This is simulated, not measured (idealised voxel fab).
process module | voxel air gaps
cross-section cut | 295 nm wide | cells 5 nm
A cross-section is a grid of square cells, given in bands from the top down. A band is one or more rows of cells.
Each band's line starts with the height of the band's top and of its bottom, in nm. Then come its materials from left to right, each with its width in nm. One material with "throughout" fills the band from edge to edge. "air" is empty space.
Height 0 is the level under which the wafer as received is all one material. The lowest band goes on downwards, as in "0 down".
A width such as "30 to 40" changes by the same amount from each row of cells to the next, from the band's top row to its bottom row.
"no change" after a step means that no cell of the cross-section changed.
closed voids: empty space of 8 cells or more with no open way to the top, each as width x height at its distance from the left edge, in nm
after a step's settings: what the simulator itself notes on the step
overlay nm, on a step with a mask: how far to the right of its planned place the mask lay; to the left if negative
plan
1 op RECEIVE | material Si
2 op CONFORMAL_DEP | material SiO2 | thk nm 10
3 op CONFORMAL_DEP | material SiCN | thk nm 5
4 op DIRECTIONAL_DEP | material SiO2 | thk nm 40
5 op DIRECTIONAL_DEP | material aC | thk nm 15
6 op PATTERN | tone open | mask id LINES | material resist | width nm 25 | pitch nm 50 | thk nm 30 | overlay nm 0
7 op DIRECTIONAL_ETCH | etch materials aC | depth nm 15
8 op STRIP | etch materials resist
9 op DIRECTIONAL_ETCH | etch materials SiO2 | depth nm 40
10 op STRIP | etch materials aC
11 op CONFORMAL_DEP | material TiN | thk nm 5
12 op FILL_DEP | material Cu | thk nm 10
13 op CMP | height nm 55
14 op EPI | material Ru | thk nm 10
15 op SELECTIVE_ETCH | etch materials SiO2 | depth nm 50
16 op CONFORMAL_DEP | material SiCN | thk nm 5
as received, after step 1
  0 down: Si throughout
  closed voids: none
a wafer at the end: this start, this plan, one mistake
  70 to 65: air 45 | SiCN 205 | air 45
  65 to 55: air 45 | SiCN 5 | Ru 45 | SiCN 5 | Ru 45 | SiCN 5 | Ru 45 | SiCN 5 | Ru 45 | SiCN 5 | air 45
  55 to 50: air 45 | SiCN 15 | TiN 5 | SiCN 15 | TiN 5 | SiCN 25 | TiN 5 | SiCN 15 | TiN 5 | SiCN 25 | TiN 5 | SiCN 15 | TiN 5 | SiCN 25 | TiN 5 | SiCN 15 | TiN 5 | SiCN 15 | air 45
  50 to 20: air 55 | SiCN 5 | TiN 5 | SiCN 15 | TiN 5 | SiCN 5 | air 15 | SiCN 5 | TiN 5 | SiCN 15 | TiN 5 | SiCN 5 | air 15 | SiCN 5 | TiN 5 | SiCN 15 | TiN 5 | SiCN 5 | air 15 | SiCN 5 | TiN 5 | SiCN 15 | TiN 5 | SiCN 5 | air 55
  20 to 15: SiCN 60 | TiN 25 | SiCN 25 | TiN 25 | SiCN 25 | TiN 25 | SiCN 25 | TiN 25 | SiCN 60
  15 to 10: SiCN throughout
  10 to 0: SiO2 throughout
  0 down: Si throughout
  closed voids: 15 x 30 at 90; 15 x 30 at 140; 15 x 30 at 190
what went wrong: step 12 ran as: op FILL_DEP | material SiCN | thk nm 10
